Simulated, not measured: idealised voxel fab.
Module name: voxel self aligned contacts (process module)
In the cross-section labelled cut, the width is 270 nm and each square cell is 5 nm.
Cross-section, as written here: a square-cell grid given band by band from the top down, where a band holds one or more rows of cells.
It is stipulated that each band's entry specify, in nanometres, the height of the top of the band and then that of its bottom, followed by the materials of the band in left-to-right sequence, each together with its width in nanometres. A single material marked by the word "throughout" is understood to fill the band from edge to edge; the word "air" is understood to denote empty space.
Counting heights begins at 0, where everything beneath is, in the wafer as received, one material. The lowest band has no bottom; it goes on downwards, as "0..down" shows.
Width spec "30 to 40" -> top row of cells at first value, bottom row at second value, equal per-row change in between.
The cross-section has no changed cell in any step marked "remains unaltered".
Enclosed voids (no open way to top), threshold 8 cells or more, entry "Closed void inventory", notation width x height at distance, distance from left edge, nm.
Heads up: the bit after the settings on a step's line is the simulator's remark on that step.
overlay nm: mask offset rightward from planned place, masked step; negative means leftward offset.
Below is the list of planned process steps
1 RECEIVE,material Si
2 CONFORMAL_DEP,material SiO2,thk nm 5
3 DIRECTIONAL_DEP,material polySi,thk nm 25
4 DIRECTIONAL_DEP,material SiN,thk nm 20
5 MASKED_ETCH,tone cover,mask id GATE,width nm 25,pitch nm 65,etch materials SiN,depth nm 20,overlay nm 0
6 MASKED_ETCH,tone cover,mask id GATE,width nm 25,pitch nm 65,etch materials polySi,depth nm 25,overlay nm 0
7 CONFORMAL_DEP,material SiN,thk nm 10
8 DIRECTIONAL_ETCH,etch materials SiN,depth nm 10
9 FILL_DEP,material SiO2,thk nm 15
10 CMP,height nm 55
11 PATTERN,tone open,mask id CONTACT,material resist,width nm 50,pitch nm 65,thk nm 15,overlay nm 0
12 DIRECTIONAL_ETCH,etch materials SiO2,depth nm 55
13 STRIP,etch materials resist
14 CONFORMAL_DEP,material TiN,thk nm 5
15 FILL_DEP,material W,thk nm 5
16 CMP,height nm 55
17 CONFORMAL_DEP,material SiN,thk nm 5
Delivered wafer in cross-section: state after step 1
- 0..down: Si throughout
- Closed void inventory: none
This is how the wafer looks in cross-section once the module is done, given the starting state and plan above and one mistake in carrying the plan out
- 60..55: SiN throughout
- 55..45: SiO2=75, TiN=5 to 20, W=40 to 10, TiN=5 to 20, SiO2=15, TiN=5 to 20, W=40 to 10, TiN=5 to 20, SiO2=80
- 45..25: SiO2=45, SiN=45, TiN=5, W=10, TiN=5, SiN=45, TiN=5, W=10, TiN=5, SiN=45, SiO2=50
- 25..5: SiO2=45, SiN=10, polySi=25, SiN=10, TiN=5, W=10, TiN=5, SiN=10, polySi=25, SiN=10, TiN=5, W=10, TiN=5, SiN=10, polySi=25, SiN=10, SiO2=50
- 5..0: SiO2=45, SiN=10, polySi=25, SiN=10, TiN=20, SiN=10, polySi=25, SiN=10, TiN=20, SiN=10, polySi=25, SiN=10, SiO2=50
- 0..down: Si throughout
- Closed void inventory: none
Nonconformance to the process plan: execution of step 2 of the plan did not take place, the step having been omitted
